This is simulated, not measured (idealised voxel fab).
Title: Process Module voxel wiring stack
Xsec cut, 280 nm wide, square cell size 5 nm.
Reading order for cross-sections: top band down to bottom band. Underlying form: a grid of square cells. Band size: one or more rows of cells. A band entry consists of two parts. The first gives the height of the band's top and the height of its bottom, in nm. The rest lists the band's materials from left to right, each with its width in nm. A single material labelled with the word "throughout" fills the band from edge to edge, and the word "air" marks empty space. Heights are expressed relative to 0, this being the level below which the as-received wafer comprises one material exclusively. The lowest band is unbounded in the downward direction and is denoted as in "z 0 and below". With a width like "30..40", each row of cells in the band differs from the next by the same amount, the top row carrying the first number and the bottom row the second. A step reported as "changes: none" is a step in which no cell of the cross-section changed. The list in "Enclosed void listing" covers empty spaces of 8 cells or more that cannot reach the top through any open way, and it gives each as width x height at distance; the distance is from the left edge, and width, height and distance are in nm. Where a step's line continues beyond its settings, the continuation is a remark by the simulator itself on that step. If you see "overlay nm" on a step's line and that step has a mask, it's telling you how far right of where it was planned the mask ended up; a negative number means it went left instead. The remainder of this document consists of a sequence of paired cross-sections. Each pair presents the cross-section prior to one process step together with the cross-section following it, the latter being rendered only as deep as the lowest band that underwent change. The intervening step, together with its settings, is stated beneath each pair. Because the pairs may originate from different runs of this module on the same starting wafer, a given pair is to be read as continuing from the preceding pair only where its entry headed "Ex-ante state" so indicates.

## Ex-ante state
    z 130 to 125  TiN 75, then air 20, then TiN 40, then air 10, then TiN 30, then air 20, then TiN 85
    z 125 to 115  lowk 70, then TiN 5, then air 20, then TiN 5, then lowk 30, then TiN 5, then air 10, then TiN 5, then lowk 20, then TiN 5, then air 20, then TiN 5, then lowk 80
    z 115 to 110  lowk 70, then TiN 5, then air 5, then TiN 20, then lowk 30, then TiN 20, then lowk 20, then TiN 5, then air 5, then TiN 20, then lowk 80
    z 110 to 105  lowk 70, then TiN 5, then air 5, then TiN 5, then lowk 85, then TiN 5, then air 5, then TiN 5, then lowk 95
    z 105 to 100  lowk 70, then TiN 15, then lowk 85, then TiN 15, then lowk 95
    z 100 to 95  SiCN 80, then TiN 5, then SiCN 95, then TiN 5, then SiCN 95
    z 95 to 75  lowk 75, then SiN 5, then Ru 20, then SiN 5, then lowk 20, then SiN 5, then Ru 20, then SiN 5, then lowk 20, then SiN 5, then Ru 20, then SiN 5, then lowk 75
    z 75 to 70  SiN 80, then TiN 20, then SiN 30, then TiN 20, then SiN 30, then TiN 20, then SiN 80
    z 70 to 50  lowk 80, then TiN 5, then W 5, then TiN 5, then lowk 85, then TiN 5, then W 5, then TiN 5, then lowk 85
    z 50 to 45  SiCN 80, then TiN 15, then SiCN 85, then TiN 15, then SiCN 85
    z 45 to 20  SiO2 75, then SiCN 5, then Ru 20, then SiCN 5, then SiO2 20, then SiCN 5, then Ru 20, then SiCN 5, then SiO2 20, then SiCN 5, then Ru 20, then SiCN 5, then SiO2 75
    z 20 to 15  SiCN 80, then TiN 20, then SiCN 30, then TiN 20, then SiCN 30, then TiN 20, then SiCN 80
    z 15 to 0  SiO2 throughout
    z 0 and below  Si throughout
    Enclosed void listing: none

## After the Step
    z 135 to 130  Cu throughout
    z 130 to 125  TiN 75, then Cu 20, then TiN 40, then Cu 10, then TiN 30, then Cu 20, then TiN 85
    z 125 to 115  lowk 70, then TiN 5, then Cu 20, then TiN 5, then lowk 30, then TiN 5, then Cu 10, then TiN 5, then lowk 20, then TiN 5, then Cu 20, then TiN 5, then lowk 80
    z 115 to 110  lowk 70, then TiN 5, then Cu 5, then TiN 20, then lowk 30, then TiN 20, then lowk 20, then TiN 5, then Cu 5, then TiN 20, then lowk 80
    z 110 to 105  lowk 70, then TiN 5, then Cu 5, then TiN 5, then lowk 85, then TiN 5, then Cu 5, then TiN 5, then lowk 95
    Everything below 105 is unchanged.
    Enclosed void listing: none
Can you say which step sits between the two cross-sections above? op FILL_DEP | material Cu | thk nm 5

Ex-ante state: The initial state for this step is given by the after cross-section of the immediately preceding pair.

## After the Step
    z 125 to 115  lowk 70, then TiN 5, then Cu 20, then TiN 5, then lowk 30, then TiN 5, then Cu 10, then TiN 5, then lowk 20, then TiN 5, then Cu 20, then TiN 5, then lowk 80
    Everything below 115 is unchanged.
    Enclosed void listing: none
Can you say which step sits between the two cross-sections above? op CMP | height nm 125

Ex-ante state: The initial state for this step is given by the after cross-section of the immediately preceding pair.

## After the Step
    z 130 to 125  SiN throughout
    Everything below 125 is unchanged.
    Enclosed void listing: none
Can you say which step sits between the two cross-sections above? op CONFORMAL_DEP | material SiN | thk nm 5

## Ex-ante state
    z 20 to 15  TiN throughout
    z 15 to 0  SiO2 throughout
    z 0 and below  Si throughout
    Enclosed void listing: none

## After the Step
    z 45 to 20  SiCN throughout
    Everything below 20 is unchanged.
    Enclosed void listing: none
Can you say which step sits between the two cross-sections above? op DIRECTIONAL_DEP | material SiCN | thk nm 25

Ex-ante state: The initial state for this step is given by the after cross-section of the immediately preceding pair.

## After the Step
    z 50 to 20  SiCN throughout
    Everything below 20 is unchanged.
    Enclosed void listing: none
Can you say which step sits between the two cross-sections above? op CONFORMAL_DEP | material SiCN | thk nm 5

Ex-ante state: The initial state for this step is given by the after cross-section of the immediately preceding pair.

## After the Step
    z 55 to 50  SiO2 throughout
    Everything below 50 is unchanged.
    Enclosed void listing: none
Can you say which step sits between the two cross-sections above? op FILL_DEP | material SiO2 | thk nm 5

Ex-ante state: The initial state for this step is given by the after cross-section of the immediately preceding pair.

## After the Step
    z 45 to 20  SiCN throughout
    Everything below 20 is unchanged.
    Enclosed void listing: none
Can you say which step sits between the two cross-sections above? op CMP | height nm 45

## Ex-ante state
    z 50 to 20  SiCN throughout
    z 20 to 15  TiN throughout
    z 15 to 0  SiO2 throughout
    z 0 and below  Si throughout
    Enclosed void listing: none

## After the Step
    z 70 to 50  lowk throughout
    Everything below 50 is unchanged.
    Enclosed void listing: none
Can you say which step sits between the two cross-sections above? op DIRECTIONAL_DEP | material lowk | thk nm 20

Ex-ante state: The initial state for this step is given by the after cross-section of the immediately preceding pair.

## After the Step
    z 85 to 70  resist 80, then air 15, then resist 85, then air 15, then resist 85
    Everything below 70 is unchanged.
    Enclosed void listing: none
Can you say which step sits between the two cross-sections above? op PATTERN | tone open | mask id PLUG_1 | material resist | width nm 15 | pitch nm 100 | thk nm 15 | overlay nm 0

Ex-ante state: The initial state for this step is given by the after cross-section of the immediately preceding pair.

## After the Step
    z 85 to 70  resist 80, then air 15, then resist 85, then air 15, then resist 85
    z 70 to 50  lowk 80, then air 15, then lowk 85, then air 15, then lowk 85
    Everything below 50 is unchanged.
    Enclosed void listing: none
Can you say which step sits between the two cross-sections above? op DIRECTIONAL_ETCH | etch materials lowk | depth nm 20

Ex-ante state: The initial state for this step is given by the after cross-section of the immediately preceding pair.

## After the Step
    z 85 to 70  resist 80, then air 15, then resist 85, then air 15, then resist 85
    z 70 to 50  lowk 80, then air 15, then lowk 85, then air 15, then lowk 85
    z 50 to 45  SiCN 80, then air 15, then SiCN 85, then air 15, then SiCN 85
    Everything below 45 is unchanged.
    Enclosed void listing: none
Can you say which step sits between the two cross-sections above? op DIRECTIONAL_ETCH | etch materials SiCN | depth nm 5

Ex-ante state: The initial state for this step is given by the after cross-section of the immediately preceding pair.

## After the Step
    z 70 to 50  lowk 80, then air 15, then lowk 85, then air 15, then lowk 85
    Everything below 50 is unchanged.
    Enclosed void listing: none
Can you say which step sits between the two cross-sections above? op STRIP | etch materials resist

Ex-ante state: The initial state for this step is given by the after cross-section of the immediately preceding pair.

## After the Step
    z 75 to 70  TiN 85, then air 5, then TiN 95, then air 5, then TiN 90
    z 70 to 50  lowk 80, then TiN 5, then air 5, then TiN 5, then lowk 85, then TiN 5, then air 5, then TiN 5, then lowk 85
    z 50 to 45  SiCN 80, then TiN 15, then SiCN 85, then TiN 15, then SiCN 85
    Everything below 45 is unchanged.
    Enclosed void listing: none
Can you say which step sits between the two cross-sections above? op CONFORMAL_DEP | material TiN | thk nm 5

Ex-ante state: The initial state for this step is given by the after cross-section of the immediately preceding pair.

## After the Step
    z 80 to 75  W throughout
    z 75 to 70  TiN 85, then W 5, then TiN 95, then W 5, then TiN 90
    z 70 to 50  lowk 80, then TiN 5, then W 5, then TiN 5, then lowk 85, then TiN 5, then W 5, then TiN 5, then lowk 85
    Everything below 50 is unchanged.
    Enclosed void listing: none
Can you say which step sits between the two cross-sections above? op FILL_DEP | material W | thk nm 5

Ex-ante state: The initial state for this step is given by the after cross-section of the immediately preceding pair.

## After the Step
    z 70 to 50  lowk 80, then TiN 5, then W 5, then TiN 5, then lowk 85, then TiN 5, then W 5, then TiN 5, then lowk 85
    Everything below 50 is unchanged.
    Enclosed void listing: none
Can you say which step sits between the two cross-sections above? op CMP | height nm 70

Ex-ante state: The initial state for this step is given by the after cross-section of the immediately preceding pair.

## After the Step
    z 75 to 70  TiN throughout
    Everything below 70 is unchanged.
    Enclosed void listing: none
Can you say which step sits between the two cross-sections above? op DIRECTIONAL_DEP | material TiN | thk nm 5

Ex-ante state: The initial state for this step is given by the after cross-section of the immediately preceding pair.

## After the Step
    z 95 to 75  Ru throughout
    Everything below 75 is unchanged.
    Enclosed void listing: none
Can you say which step sits between the two cross-sections above? op DIRECTIONAL_DEP | material Ru | thk nm 20

Ex-ante state: The initial state for this step is given by the after cross-section of the immediately preceding pair.

## After the Step
    z 105 to 95  aC throughout
    Everything below 95 is unchanged.
    Enclosed void listing: none
Can you say which step sits between the two cross-sections above? op DIRECTIONAL_DEP | material aC | thk nm 10

Ex-ante state: The initial state for this step is given by the after cross-section of the immediately preceding pair.

## After the Step
    z 135 to 105  air 80, then resist 20, then air 30, then resist 20, then air 30, then resist 20, then air 80
    Everything below 105 is unchanged.
    Enclosed void listing: none
Can you say which step sits between the two cross-sections above? op PATTERN | tone cover | mask id METAL_2 | material resist | width nm 20 | pitch nm 50 | thk nm 30 | overlay nm 0

Ex-ante state: The initial state for this step is given by the after cross-section of the immediately preceding pair.

## After the Step
    z 125 to 105  air 80, then resist 20, then air 30, then resist 20, then air 30, then resist 20, then air 80
    z 105 to 95  air 80, then aC 20, then air 30, then aC 20, then air 30, then aC 20, then air 80
    Everything below 95 is unchanged.
    Enclosed void listing: none
Can you say which step sits between the two cross-sections above? op DIRECTIONAL_ETCH | etch materials aC | depth nm 10

Ex-ante state: The initial state for this step is given by the after cross-section of the immediately preceding pair.

## After the Step
    z 105 to 95  air 80, then aC 20, then air 30, then aC 20, then air 30, then aC 20, then air 80
    Everything below 95 is unchanged.
    Enclosed void listing: none
Can you say which step sits between the two cross-sections above? op STRIP | etch materials resist

Ex-ante state: The initial state for this step is given by the after cross-section of the immediately preceding pair.

## After the Step
    z 105 to 95  air 80, then aC 20, then air 30, then aC 20, then air 30, then aC 20, then air 80
    z 95 to 75  air 80, then Ru 20, then air 30, then Ru 20, then air 30, then Ru 20, then air 80
    Everything below 75 is unchanged.
    Enclosed void listing: none
Can you say which step sits between the two cross-sections above? op DIRECTIONAL_ETCH | etch materials Ru | depth nm 20

Ex-ante state: The initial state for this step is given by the after cross-section of the immediately preceding pair.

## After the Step
    z 105 to 95  air 80, then aC 20, then air 30, then aC 20, then air 30, then aC 20, then air 80
    z 95 to 75  air 80, then Ru 20, then air 30, then Ru 20, then air 30, then Ru 20, then air 80
    z 75 to 70  air 80, then TiN 20, then air 30, then TiN 20, then air 30, then TiN 20, then air 80
    Everything below 70 is unchanged.
    Enclosed void listing: none
Can you say which step sits between the two cross-sections above? op DIRECTIONAL_ETCH | etch materials TiN | depth nm 5

Ex-ante state: The initial state for this step is given by the after cross-section of the immediately preceding pair.

## After the Step
    z 95 to 75  air 80, then Ru 20, then air 30, then Ru 20, then air 30, then Ru 20, then air 80
    Everything below 75 is unchanged.
    Enclosed void listing: none
Can you say which step sits between the two cross-sections above? op STRIP | etch materials aC

Ex-ante state: The initial state for this step is given by the after cross-section of the immediately preceding pair.

## After the Step
    z 100 to 95  air 75, then SiN 30, then air 20, then SiN 30, then air 20, then SiN 30, then air 75
    z 95 to 75  air 75, then SiN 5, then Ru 20, then SiN 5, then air 20, then SiN 5, then Ru 20, then SiN 5, then air 20, then SiN 5, then Ru 20, then SiN 5, then air 75
    z 75 to 70  SiN 80, then TiN 20, then SiN 30, then TiN 20, then SiN 30, then TiN 20, then SiN 80
    Everything below 70 is unchanged.
    Enclosed void listing: none
Can you say which step sits between the two cross-sections above? op CONFORMAL_DEP | material SiN | thk nm 5

Ex-ante state: The initial state for this step is given by the after cross-section of the immediately preceding pair.

## After the Step
    z 105 to 100  lowk throughout
    z 100 to 95  lowk 75, then SiN 30, then lowk 20, then SiN 30, then lowk 20, then SiN 30, then lowk 75
    z 95 to 75  lowk 75, then SiN 5, then Ru 20, then SiN 5, then lowk 20, then SiN 5, then Ru 20, then SiN 5, then lowk 20, then SiN 5, then Ru 20, then SiN 5, then lowk 75
    Everything below 75 is unchanged.
    Enclosed void listing: none
Can you say which step sits between the two cross-sections above? op FILL_DEP | material lowk | thk nm 5

Ex-ante state: The initial state for this step is given by the after cross-section of the immediately preceding pair.

## After the Step
    z 95 to 75  lowk 75, then SiN 5, then Ru 20, then SiN 5, then lowk 20, then SiN 5, then Ru 20, then SiN 5, then lowk 20, then SiN 5, then Ru 20, then SiN 5, then lowk 75
    Everything below 75 is unchanged.
    Enclosed void listing: none
Can you say which step sits between the two cross-sections above? op CMP | height nm 95

Ex-ante state: The initial state for this step is given by the after cross-section of the immediately preceding pair.

## After the Step
    z 100 to 95  SiCN throughout
    Everything below 95 is unchanged.
    Enclosed void listing: none
Can you say which step sits between the two cross-sections above? op CONFORMAL_DEP | material SiCN | thk nm 5

Ex-ante state: The initial state for this step is given by the after cross-section of the immediately preceding pair.

## After the Step
    z 125 to 100  lowk throughout
    Everything below 100 is unchanged.
    Enclosed void listing: none
Can you say which step sits between the two cross-sections above? op DIRECTIONAL_DEP | material lowk | thk nm 25

Ex-ante state: The initial state for this step is given by the after cross-section of the immediately preceding pair.

## After the Step
    z 125 to 100  lowk 80, then air 15, then lowk 85, then air 15, then lowk 85
    Everything below 100 is unchanged.
    Enclosed void listing: none
Can you say which step sits between the two cross-sections above? op MASKED_ETCH | tone open | mask id METAL_3_HOLES | width nm 15 | pitch nm 100 | etch materials lowk | depth nm 25 | overlay nm 0

Ex-ante state: The initial state for this step is given by the after cross-section of the immediately preceding pair.

## After the Step
    z 145 to 125  resist 80, then air 20, then resist 30, then air 20, then resist 30, then air 20, then resist 80
    Everything below 125 is unchanged.
    Enclosed void listing: none
Can you say which step sits between the two cross-sections above? op PATTERN | tone open | mask id METAL_3 | material resist | width nm 20 | pitch nm 50 | thk nm 20 | overlay nm 0

Ex-ante state: The initial state for this step is given by the after cross-section of the immediately preceding pair.

## After the Step
    z 145 to 125  resist 80, then air 20, then resist 30, then air 20, then resist 30, then air 20, then resist 80
    z 125 to 110  lowk 80, then air 20, then lowk 30, then air 20, then lowk 30, then air 20, then lowk 80
    Everything below 110 is unchanged.
    Enclosed void listing: none
Can you say which step sits between the two cross-sections above? op DIRECTIONAL_ETCH | etch materials lowk | depth nm 15

Ex-ante state: The initial state for this step is given by the after cross-section of the immediately preceding pair.

## After the Step
    z 145 to 125  resist 80, then air 20, then resist 30, then air 20, then resist 30, then air 20, then resist 80
    z 125 to 110  lowk 80, then air 20, then lowk 30, then air 20, then lowk 30, then air 20, then lowk 80
    z 110 to 100  lowk 80, then air 15, then lowk 85, then air 15, then lowk 85
    z 100 to 95  SiCN 80, then air 15, then SiCN 85, then air 15, then SiCN 85
    Everything below 95 is unchanged.
    Enclosed void listing: none
Can you say which step sits between the two cross-sections above? op DIRECTIONAL_ETCH | etch materials SiCN | depth nm 5

Ex-ante state: The initial state for this step is given by the after cross-section of the immediately preceding pair.

## After the Step
    z 125 to 110  lowk 80, then air 20, then lowk 30, then air 20, then lowk 30, then air 20, then lowk 80
    Everything below 110 is unchanged.
    Enclosed void listing: none
Can you say which step sits between the two cross-sections above? op STRIP | etch materials resist

Ex-ante state: The initial state for this step is given by the after cross-section of the immediately preceding pair.

## After the Step
    z 130 to 125  TiN 85, then air 10, then TiN 40, then air 10, then TiN 40, then air 10, then TiN 85
    z 125 to 115  lowk 80, then TiN 5, then air 10, then TiN 5, then lowk 30, then TiN 5, then air 10, then TiN 5, then lowk 30, then TiN 5, then air 10, then TiN 5, then lowk 80
    z 115 to 110  lowk 80, then TiN 5, then air 5, then TiN 10, then lowk 30, then TiN 20, then lowk 30, then TiN 5, then air 5, then TiN 10, then lowk 80
    z 110 to 100  lowk 80, then TiN 5, then air 5, then TiN 5, then lowk 85, then TiN 5, then air 5, then TiN 5, then lowk 85
    z 100 to 95  SiCN 80, then TiN 15, then SiCN 85, then TiN 15, then SiCN 85
    Everything below 95 is unchanged.
    Enclosed void listing: none
Can you say which step sits between the two cross-sections above? op CONFORMAL_DEP | material TiN | thk nm 5

Ex-ante state: The initial state for this step is given by the after cross-section of the immediately preceding pair.

## After the Step
    z 135 to 130  Cu throughout
    z 130 to 125  TiN 85, then Cu 10, then TiN 40, then Cu 10, then TiN 40, then Cu 10, then TiN 85
    z 125 to 115  lowk 80, then TiN 5, then Cu 10, then TiN 5, then lowk 30, then TiN 5, then Cu 10, then TiN 5, then lowk 30, then TiN 5, then Cu 10, then TiN 5, then lowk 80
    z 115 to 110  lowk 80, then TiN 5, then Cu 5, then TiN 10, then lowk 30, then TiN 20, then lowk 30, then TiN 5, then Cu 5, then TiN 10, then lowk 80
    z 110 to 100  lowk 80, then TiN 5, then Cu 5, then TiN 5, then lowk 85, then TiN 5, then Cu 5, then TiN 5, then lowk 85
    Everything below 100 is unchanged.
    Enclosed void listing: none
Can you say which step sits between the two cross-sections above? op FILL_DEP | material Cu | thk nm 5

Ex-ante state: The initial state for this step is given by the after cross-section of the immediately preceding pair.

## After the Step
    z 125 to 115  lowk 80, then TiN 5, then Cu 10, then TiN 5, then lowk 30, then TiN 5, then Cu 10, then TiN 5, then lowk 30, then TiN 5, then Cu 10, then TiN 5, then lowk 80
    Everything below 115 is unchanged.
    Enclosed void listing: none
Can you say which step sits between the two cross-sections above? op CMP | height nm 125

Ex-ante state: The initial state for this step is given by the after cross-section of the immediately preceding pair.

## After the Step
    z 130 to 125  SiN throughout
    Everything below 125 is unchanged.
    Enclosed void listing: none
Can you say which step sits between the two cross-sections above? op CONFORMAL_DEP | material SiN | thk nm 5

## Ex-ante state
    z 125 to 100  lowk 80, then air 15, then lowk 85, then air 15, then lowk 85
    z 100 to 95  SiCN throughout
    z 95 to 75  lowk 75, then SiN 5, then Ru 20, then SiN 5, then lowk 20, then SiN 5, then Ru 20, then SiN 5, then lowk 20, then SiN 5, then Ru 20, then SiN 5, then lowk 75
    z 75 to 70  SiN 80, then TiN 20, then SiN 30, then TiN 20, then SiN 30, then TiN 20, then SiN 80
    z 70 to 50  lowk 80, then TiN 5, then W 5, then TiN 5, then lowk 85, then TiN 5, then W 5, then TiN 5, then lowk 85
    z 50 to 45  SiCN 80, then TiN 15, then SiCN 85, then TiN 15, then SiCN 85
    z 45 to 20  SiO2 75, then SiCN 5, then Ru 20, then SiCN 5, then SiO2 20, then SiCN 5, then Ru 20, then SiCN 5, then SiO2 20, then SiCN 5, then Ru 20, then SiCN 5, then SiO2 75
    z 20 to 15  SiCN 80, then TiN 20, then SiCN 30, then TiN 20, then SiCN 30, then TiN 20, then SiCN 80
    z 15 to 0  SiO2 throughout
    z 0 and below  Si throughout
    Enclosed void listing: none

## After the Step
    z 145 to 125  air 80, then resist 20, then air 30, then resist 20, then air 30, then resist 20, then air 80
    z 125 to 100  lowk 80, then resist 15, then lowk 85, then resist 15, then lowk 85
    Everything below 100 is unchanged.
    Enclosed void listing: none
Can you say which step sits between the two cross-sections above? op PATTERN | tone cover | mask id METAL_3 | material resist | width nm 20 | pitch nm 50 | thk nm 20 | overlay nm 0

Ex-ante state: The initial state for this step is given by the after cross-section of the immediately preceding pair.

## After the Step
    z 145 to 125  air 80, then resist 20, then air 30, then resist 20, then air 30, then resist 20, then air 80
    z 125 to 110  air 80, then resist 15, then lowk 5, then air 30, then lowk 20, then air 30, then resist 15, then lowk 5, then air 80
    Everything below 110 is unchanged.
    Enclosed void listing: none
Can you say which step sits between the two cross-sections above? op DIRECTIONAL_ETCH | etch materials lowk | depth nm 15

Ex-ante state: The initial state for this step is given by the after cross-section of the immediately preceding pair.

## After the Step
    z 125 to 110  air 95, then lowk 5, then air 30, then lowk 20, then air 45, then lowk 5, then air 80
    z 110 to 100  lowk 80, then air 15, then lowk 85, then air 15, then lowk 85
    Everything below 100 is unchanged.
    Enclosed void listing: none
Can you say which step sits between the two cross-sections above? op STRIP | etch materials resist

Ex-ante state: The initial state for this step is given by the after cross-section of the immediately preceding pair.

## After the Step
    z 130 to 125  air 90, then TiN 15, then air 20, then TiN 30, then air 35, then TiN 15, then air 75
    z 125 to 115  air 90, then TiN 5, then lowk 5, then TiN 5, then air 20, then TiN 5, then lowk 20, then TiN 5, then air 35, then TiN 5, then lowk 5, then TiN 5, then air 75
    z 115 to 110  TiN 85, then air 5, then TiN 5, then lowk 5, then TiN 30, then lowk 20, then TiN 35, then air 5, then TiN 5, then lowk 5, then TiN 80
    z 110 to 105  lowk 80, then TiN 5, then air 5, then TiN 5, then lowk 85, then TiN 5, then air 5, then TiN 5, then lowk 85
    z 105 to 100  lowk 80, then TiN 15, then lowk 85, then TiN 15, then lowk 85
    Everything below 100 is unchanged.
    Enclosed void listing: none
Can you say which step sits between the two cross-sections above? op CONFORMAL_DEP | material TiN | thk nm 5

Ex-ante state: The initial state for this step is given by the after cross-section of the immediately preceding pair.

## After the Step
    z 135 to 130  Cu throughout
    z 130 to 125  Cu 90, then TiN 15, then Cu 20, then TiN 30, then Cu 35, then TiN 15, then Cu 75
    z 125 to 115  Cu 90, then TiN 5, then lowk 5, then TiN 5, then Cu 20, then TiN 5, then lowk 20, then TiN 5, then Cu 35, then TiN 5, then lowk 5, then TiN 5, then Cu 75
    z 115 to 110  TiN 85, then Cu 5, then TiN 5, then lowk 5, then TiN 30, then lowk 20, then TiN 35, then Cu 5, then TiN 5, then lowk 5, then TiN 80
    z 110 to 105  lowk 80, then TiN 5, then Cu 5, then TiN 5, then lowk 85, then TiN 5, then Cu 5, then TiN 5, then lowk 85
    Everything below 105 is unchanged.
    Enclosed void listing: none
Can you say which step sits between the two cross-sections above? op FILL_DEP | material Cu | thk nm 5

Ex-ante state: The initial state for this step is given by the after cross-section of the immediately preceding pair.

## After the Step
    z 125 to 115  Cu 90, then TiN 5, then lowk 5, then TiN 5, then Cu 20, then TiN 5, then lowk 20, then TiN 5, then Cu 35, then TiN 5, then lowk 5, then TiN 5, then Cu 75
    Everything below 115 is unchanged.
    Enclosed void listing: none
Can you say which step sits between the two cross-sections above? op CMP | height nm 125

Ex-ante state: The initial state for this step is given by the after cross-section of the immediately preceding pair.

## After the Step
    z 130 to 125  SiN throughout
    Everything below 125 is unchanged.
    Enclosed void listing: none
Can you say which step sits between the two cross-sections above? op CONFORMAL_DEP | material SiN | thk nm 5
